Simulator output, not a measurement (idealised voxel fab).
Process module name: voxel local oxidation
Each square cell in cross-section cut measures 5 nm, and the section as a whole is 160 nm wide.
The cross-sections in this document take the form of a grid made of square cells. They are written out as bands, in order from top to bottom. Each band consists of one or more rows of cells.
First you get the band's top height and its bottom height, in nm, and then the materials it's made of, left to right, with each width in nm. If you see a single material with "everywhere", that one covers the band edge to edge. "air" is empty space.
Zero point of the height axis is 0; under it, received wafer = one material. Lowest band: continues down indefinitely, "0 -> down".
Per-row width for "30->40": begins at first number (top row of band), ends at second number (bottom row), increment between rows held constant.
A step reported as "nothing changed" is a step in which no cell of the cross-section changed.
This entry, "Voids, sealed", enumerates those empty regions of no fewer than 8 cells that possess no open connection to the top. Each region is reported in the form width x height at distance, the distance being taken from the left edge, with all three quantities expressed in nm.
Post-settings text on a step line: simulator's own remark regarding the step.
What "overlay nm" on a step's line means: if the step has a mask, that mask lay this far to the right of its planned place, or, when the value is negative, to the left.
Set out below are the planned steps of the process:
1. RECEIVE [material Si]
2. OXIDIZE [depth nm 5]
3. CONFORMAL_DEP [material SiN] [thk nm 10]
4. DIRECTIONAL_DEP [material aC] [thk nm 10]
5. PATTERN [tone cover] [mask id ACTIVE] [material resist] [width nm 95] [thk nm 30] [overlay nm 0]
6. DIRECTIONAL_ETCH [etch materials aC] [depth nm 10]
7. STRIP [etch materials resist]
8. DIRECTIONAL_ETCH [etch materials SiN] [depth nm 10]
9. STRIP [etch materials aC]
10. SELECTIVE_ETCH [etch materials SiO2] [depth nm 5]
11. OXIDIZE [depth nm 15]
12. STRIP [etch materials SiN]
Cross-section, incoming material, after step 1:
0 -> down | Si everywhere
Voids, sealed: none
The cross-section shown corresponds to the wafer at the conclusion of the module. The initial structure and the process plan are those presented above; however, one mistake occurred in executing the plan:
0 -> -5 | air=35; SiO2=85; air=40
-5 -> -10 | SiO2=40; Si=75; SiO2=45
-10 -> down | Si everywhere
Voids, sealed: none
what went wrong: contrary to plan, step 11 was performed as OXIDIZE [depth nm 5]
